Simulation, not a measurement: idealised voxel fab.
A process module follows: voxel transistor to metal.
Xsec cut, 210 nm wide, square cell size 5 nm.
A cross-section in this document is a grid of square cells, and it is written down as bands, the top band listed before the ones below it; a band is made up of one or more rows of cells.
Top height, bottom height, nm. Materials left to right, width each, nm. Single material + "full width" = fills band edge to edge. "air" = empty.
Below 0: as-received wafer, all one material; heights counted from there. Lowest band: no bottom, goes on down, written "from 0 down".
The width entry "30..40" should be interpreted row by row: the top row of cells in the band takes the first number, the bottom row takes the second number, and the change between adjacent rows is uniform throughout.
It should be understood that the words "nothing was modified", when stated for a given step, signify that the cross-section underwent no change in any of its cells during that step.
You'll see "Enclosed void inventory" listing empty spaces that have no way open to the top, as long as they're 8 cells or more; the notation is width x height at distance, where the distance is from the left edge, and all of it is in nm.
Where a step's line continues beyond its settings, the continuation is a remark by the simulator itself on that step.
A step line may carry the setting "overlay nm", which, for steps involving a mask, states the distance by which the mask lay to the right of its intended position; negative values denote displacement to the left.

## The planned process steps are enumerated hereunder
1,op RECEIVE | material Si
2,op OXIDIZE | depth nm 5
3,op CONFORMAL_DEP | material SiN | thk nm 10
4,op DIRECTIONAL_DEP | material aC | thk nm 10
5,op PATTERN | tone cover | mask id ACTIVE | material resist | width nm 120 | thk nm 25 | overlay nm -15
6,op DIRECTIONAL_ETCH | etch materials aC | depth nm 10
7,op STRIP | etch materials resist
8,op DIRECTIONAL_ETCH | etch materials SiN | depth nm 10
9,op DIRECTIONAL_ETCH | etch materials SiO2 | depth nm 5
10,op DIRECTIONAL_ETCH | etch materials Si | depth nm 30
11,op STRIP | etch materials aC
12,op OXIDIZE | depth nm 5
13,op FILL_DEP | material SiO2 | thk nm 5
14,op CMP | height nm 10
15,op SELECTIVE_ETCH | etch materials SiO2 | depth nm 5
16,op STRIP | etch materials SiN
17,op SELECTIVE_ETCH | etch materials SiO2 | depth nm 5
18,op OXIDIZE | depth nm 5
19,op DIRECTIONAL_DEP | material polySi | thk nm 20
20,op DIRECTIONAL_DEP | material SiCN | thk nm 10
21,op DIRECTIONAL_DEP | material aC | thk nm 10
22,op PATTERN | tone cover | mask id GATE | material resist | width nm 30 | thk nm 30 | overlay nm 0
23,op DIRECTIONAL_ETCH | etch materials aC | depth nm 10
24,op STRIP | etch materials resist
25,op DIRECTIONAL_ETCH | etch materials SiCN | depth nm 20
26,op DIRECTIONAL_ETCH | etch materials polySi | depth nm 30
27,op STRIP | etch materials aC
28,op CONFORMAL_DEP | material SiO2 | thk nm 5
29,op DIRECTIONAL_ETCH | etch materials SiO2 | depth nm 5
30,op CONFORMAL_DEP | material SiN | thk nm 10
31,op DIRECTIONAL_ETCH | etch materials SiN | depth nm 10
32,op DIRECTIONAL_ETCH | etch materials SiO2 | depth nm 5
33,op DIRECTIONAL_ETCH | etch materials Si | depth nm 5
34,op EPI | material pSi | thk nm 10
35,op FILL_DEP | material SiO2 | thk nm 10
36,op CMP | height nm 15
37,op STRIP | etch materials polySi
38,op SELECTIVE_ETCH | etch materials SiO2 | depth nm 5
39,op CONFORMAL_DEP | material HfO2 | thk nm 5
40,op CONFORMAL_DEP | material TiN | thk nm 5
41,op FILL_DEP | material W | thk nm 10
42,op CMP | height nm 10
43,op DIRECTIONAL_DEP | material SiO2 | thk nm 15
44,op DIRECTIONAL_DEP | material aC | thk nm 15
45,op PATTERN | tone open | mask id CONTACT | material resist | width nm 15 | pitch nm 85 | thk nm 35 | overlay nm 0
46,op DIRECTIONAL_ETCH | etch materials aC | depth nm 15
47,op STRIP | etch materials resist
48,op DIRECTIONAL_ETCH | etch materials SiO2 | depth nm 25
49,op STRIP | etch materials aC
50,op CONFORMAL_DEP | material TiN | thk nm 5
51,op FILL_DEP | material W | thk nm 10
52,op CMP | height nm 25
53,op CONFORMAL_DEP | material SiN | thk nm 5
54,op DIRECTIONAL_DEP | material SiO2 | thk nm 20
55,op MASKED_ETCH | tone open | mask id METAL_1 | width nm 15 | pitch nm 85 | etch materials SiO2 | depth nm 20 | overlay nm 0
56,op MASKED_ETCH | tone open | mask id METAL_1 | width nm 15 | pitch nm 85 | etch materials SiN | depth nm 5 | overlay nm 0
57,op CONFORMAL_DEP | material TiN | thk nm 5
58,op FILL_DEP | material Cu | thk nm 10
59,op CMP | height nm 50
60,op CONFORMAL_DEP | material SiCN | thk nm 5
61,op DIRECTIONAL_DEP | material SiO2 | thk nm 25
62,op DIRECTIONAL_DEP | material aC | thk nm 10
63,op PATTERN | tone open | mask id METAL_2 | material resist | width nm 15 | pitch nm 85 | thk nm 30 | overlay nm 0
64,op DIRECTIONAL_ETCH | etch materials aC | depth nm 10
65,op STRIP | etch materials resist
66,op DIRECTIONAL_ETCH | etch materials SiO2 | depth nm 15
67,op STRIP | etch materials aC
68,op PATTERN | tone open | mask id METAL_2_HOLES | material resist | width nm 15 | pitch nm 85 | thk nm 15 | overlay nm 0
69,op DIRECTIONAL_ETCH | etch materials SiO2 | depth nm 10
70,op DIRECTIONAL_ETCH | etch materials SiCN | depth nm 5
71,op STRIP | etch materials resist
72,op CONFORMAL_DEP | material TiN | thk nm 5
73,op FILL_DEP | material Cu | thk nm 5
74,op CMP | height nm 80
75,op CONFORMAL_DEP | material SiN | thk nm 5
Same starting wafers, different overlay nm at step 5. Plan value belongs to the first wafer.

## First of several wafers (as received, post step 1), cross-sectional view
    from 0 down  Si full width
    Enclosed void inventory: none

## The rows of the table below are wafers. Looking at the end of the module, a row counts, for every material, the cells the wafer has gained, shown as (+), or lost, shown as (-), since it was received; its closed voids come next
overlay nm -15; +18 Cu; +14 HfO2; -212 Si; +36 SiCN; +94 SiN; +647 SiO2; +80 TiN; +16 W; +21 pSi; Enclosed void inventory: none
overlay nm -10; +18 Cu; +14 HfO2; -212 Si; +36 SiCN; +94 SiN; +646 SiO2; +80 TiN; +16 W; +22 pSi; Enclosed void inventory: none
overlay nm -5; +18 Cu; +14 HfO2; -212 Si; +36 SiCN; +94 SiN; +645 SiO2; +80 TiN; +16 W; +23 pSi; Enclosed void inventory: none
overlay nm 0; +18 Cu; +14 HfO2; -212 Si; +36 SiCN; +94 SiN; +644 SiO2; +80 TiN; +16 W; +24 pSi; Enclosed void inventory: none
overlay nm 5; +18 Cu; +14 HfO2; -212 Si; +36 SiCN; +94 SiN; +645 SiO2; +80 TiN; +16 W; +23 pSi; Enclosed void inventory: none
overlay nm 10; +18 Cu; +14 HfO2; -212 Si; +36 SiCN; +94 SiN; +646 SiO2; +80 TiN; +16 W; +22 pSi; Enclosed void inventory: none
overlay nm 15; +18 Cu; +14 HfO2; -212 Si; +36 SiCN; +94 SiN; +647 SiO2; +80 TiN; +16 W; +21 pSi; Enclosed void inventory: none
